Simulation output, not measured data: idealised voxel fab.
The document below concerns the process module designated voxel self aligned contacts.
We display cut, a cross-section 300 nm in width whose square cells are each 5 nm.
Square cells in a grid make up a cross-section in this document, and the grid is given as bands, listed from the top down, each one or more rows of cells.
Band: top and bottom heights (nm) first, top before bottom; then materials from left to right, widths in nm. "edge to edge" marks a sole material filling the band edge to edge. "air" denotes empty space.
Heights are expressed relative to 0, this being the level below which the as-received wafer comprises one material exclusively. The lowest band is unbounded in the downward direction and is denoted as in "z 0 and below".
Graded width ("30->40"): value in top row of band = first number; value in bottom row = second number; row-to-row change constant.
Given "no alteration" for a step, no cell of the cross-section differs between before and after that step.
"Closed internal voids" specifies each empty space that is not open to the top and that occupies no fewer than 8 cells, using the form width x height at distance, the distance measured from the left edge and all three quantities in nm.
The remark found on a step's line after its settings is issued by the simulator itself and pertains to that step.
Steps that use a mask can have "overlay nm" on their line. It says how far the mask sat to the right of where it was meant to be. Negative means to the left.
### Steps planned for the process
1,RECEIVE [material Si]
2,CONFORMAL_DEP [material SiO2] [thk nm 5]
3,DIRECTIONAL_DEP [material polySi] [thk nm 20]
4,DIRECTIONAL_DEP [material SiN] [thk nm 25]
5,MASKED_ETCH [tone cover] [mask id GATE] [width nm 30] [pitch nm 75] [etch materials SiN] [depth nm 25] [overlay nm 0]
6,MASKED_ETCH [tone cover] [mask id GATE] [width nm 30] [pitch nm 75] [etch materials polySi] [depth nm 20] [overlay nm 0]
7,CONFORMAL_DEP [material SiN] [thk nm 10]
8,DIRECTIONAL_ETCH [etch materials SiN] [depth nm 5]
9,FILL_DEP [material SiO2] [thk nm 15]
10,CMP [height nm 60]
11,DIRECTIONAL_DEP [material aC] [thk nm 15]
12,PATTERN [tone open] [mask id CONTACT] [material resist] [width nm 55] [thk nm 30] [overlay nm 0]
13,DIRECTIONAL_ETCH [etch materials aC] [depth nm 15]
14,STRIP [etch materials resist]
15,DIRECTIONAL_ETCH [etch materials SiO2] [depth nm 60]
16,STRIP [etch materials aC]
17,CONFORMAL_DEP [material TiN] [thk nm 5]
18,FILL_DEP [material W] [thk nm 10]
19,CMP [height nm 60]
20,CONFORMAL_DEP [material SiN] [thk nm 5]
Quick note for whoever runs this: the wafers start identical, but the depth nm at step 8 isn't the same across them. The plan just shows what the first wafer had.
### As received, i.e. after step 1: cross-section through the first of several wafers
  z 0 and below = Si edge to edge
  Closed internal voids: none
### first wafer at the end, after step 20
  z 65 to 60 = SiN edge to edge
  z 60 to 55 = 120 nm SiO2 | 20 nm TiN | 15 nm W | 20 nm TiN | 125 nm SiO2
  z 55 to 25 = 85 nm SiO2 | 50 nm SiN | 5 nm TiN | 15 nm W | 5 nm TiN | 50 nm SiN | 90 nm SiO2
  z 25 to 15 = 85 nm SiO2 | 10 nm SiN | 30 nm polySi | 10 nm SiN | 5 nm TiN | 15 nm W | 5 nm TiN | 10 nm SiN | 30 nm polySi | 10 nm SiN | 90 nm SiO2
  z 15 to 10 = 85 nm SiO2 | 10 nm SiN | 30 nm polySi | 10 nm SiN | 25 nm TiN | 10 nm SiN | 30 nm polySi | 10 nm SiN | 90 nm SiO2
  z 10 to 5 = 95 nm SiN | 30 nm polySi | 45 nm SiN | 30 nm polySi | 100 nm SiN
  z 5 to 0 = SiO2 edge to edge
  z 0 and below = Si edge to edge
  Closed internal voids: none
### A cross-section through the last wafer at the close of the module
  z 65 to 60 = SiN edge to edge
  z 60 to 50 = 120 nm SiO2 | 5 nm TiN | 45 nm W | 5 nm TiN | 125 nm SiO2
  z 50 to 45 = 120 nm SiO2 | 20 nm TiN | 15 nm W | 20 nm TiN | 125 nm SiO2
  z 45 to 25 = 85 nm SiO2 | 50 nm SiN | 5 nm TiN | 15 nm W | 5 nm TiN | 50 nm SiN | 90 nm SiO2
  z 25 to 5 = 85 nm SiO2 | 10 nm SiN | 30 nm polySi | 10 nm SiN | 5 nm TiN | 15 nm W | 5 nm TiN | 10 nm SiN | 30 nm polySi | 10 nm SiN | 90 nm SiO2
  z 5 to 0 = 135 nm SiO2 | 25 nm TiN | 140 nm SiO2
  z 0 and below = Si edge to edge
  Closed internal voids: none
### Rows = wafers. At module end, each row lists per material the cells gained (+) or lost (-) since the wafer was received, then the closed voids
depth nm 5, +252 SiN, +424 SiO2, +29 TiN, +27 W, +48 polySi, Closed internal voids: none
depth nm 10, +192 SiN, +468 SiO2, +33 TiN, +39 W, +48 polySi, Closed internal voids: none
depth nm 15, +172 SiN, +482 SiO2, +33 TiN, +45 W, +48 polySi, Closed internal voids: none
